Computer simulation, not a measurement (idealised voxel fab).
process module | voxel self aligned vias
cross-section cut | 220 nm wide | cells 5 nm
A cross-section is a grid of square cells, given in bands from the top down. A band is one or more rows of cells.
Each band's line starts with the height of the band's top and of its bottom, in nm. Then come its materials from left to right, each with its width in nm. One material with "throughout" fills the band from edge to edge. "air" is empty space.
Height 0 is the level under which the wafer as received is all one material. The lowest band goes on downwards, as in "0 down".
A width such as "30 to 40" changes by the same amount from each row of cells to the next, from the band's top row to its bottom row.
"no change" after a step means that no cell of the cross-section changed.
closed voids: empty space of 8 cells or more with no open way to the top, each as width x height at its distance from the left edge, in nm
after a step's settings: what the simulator itself notes on the step
overlay nm, on a step with a mask: how far to the right of its planned place the mask lay; to the left if negative
plan
1 op RECEIVE | material Si
2 op CONFORMAL_DEP | material SiO2 | thk nm 10
3 op CONFORMAL_DEP | material SiCN | thk nm 5
4 op DIRECTIONAL_DEP | material lowk | thk nm 20
5 op PATTERN | tone open | mask id LINES | material resist | width nm 25 | pitch nm 70 | thk nm 20 | overlay nm 0
6 op DIRECTIONAL_ETCH | etch materials lowk | depth nm 20
7 op STRIP | etch materials resist
8 op CONFORMAL_DEP | material TiN | thk nm 5
9 op FILL_DEP | material Ru | thk nm 5
10 op CMP | height nm 35
11 op SELECTIVE_ETCH | etch materials W Ru TiN | depth nm 10
12 op FILL_DEP | material SiN | thk nm 5
13 op CMP | height nm 35
14 op DIRECTIONAL_DEP | material lowk | thk nm 20
15 op DIRECTIONAL_DEP | material aC | thk nm 10
16 op PATTERN | tone open | mask id VIAS | material resist | width nm 45 | pitch nm 70 | thk nm 25 | overlay nm 0
17 op DIRECTIONAL_ETCH | etch materials aC | depth nm 10
18 op STRIP | etch materials resist
19 op DIRECTIONAL_ETCH | etch materials lowk | depth nm 20
20 op DIRECTIONAL_ETCH | etch materials SiN | depth nm 10
21 op STRIP | etch materials aC
22 op CONFORMAL_DEP | material TiN | thk nm 5
23 op FILL_DEP | material Ru | thk nm 10
24 op CMP | height nm 55
25 op CONFORMAL_DEP | material SiCN | thk nm 5
as received, after step 1
  0 down: Si throughout
  closed voids: none
a wafer at the end: this start, this plan, one mistake
  60 to 55: SiCN throughout
  55 to 35: lowk 50 | TiN 5 | Ru 35 | TiN 5 | lowk 25 | TiN 5 | Ru 35 | TiN 5 | lowk 55
  35 to 30: SiN 50 | TiN 15 | Ru 15 | TiN 15 | SiN 25 | TiN 15 | Ru 15 | TiN 15 | SiN 55
  30 to 25: lowk 60 | TiN 25 | lowk 45 | TiN 25 | lowk 65
  25 to 15: lowk 60 | TiN 5 | Ru 15 | TiN 5 | lowk 45 | TiN 5 | Ru 15 | TiN 5 | lowk 65
  15 to 10: lowk 60 | TiN 25 | lowk 45 | TiN 25 | lowk 65
  10 to 0: SiO2 throughout
  0 down: Si throughout
  closed voids: none
what went wrong: step 3 was left out
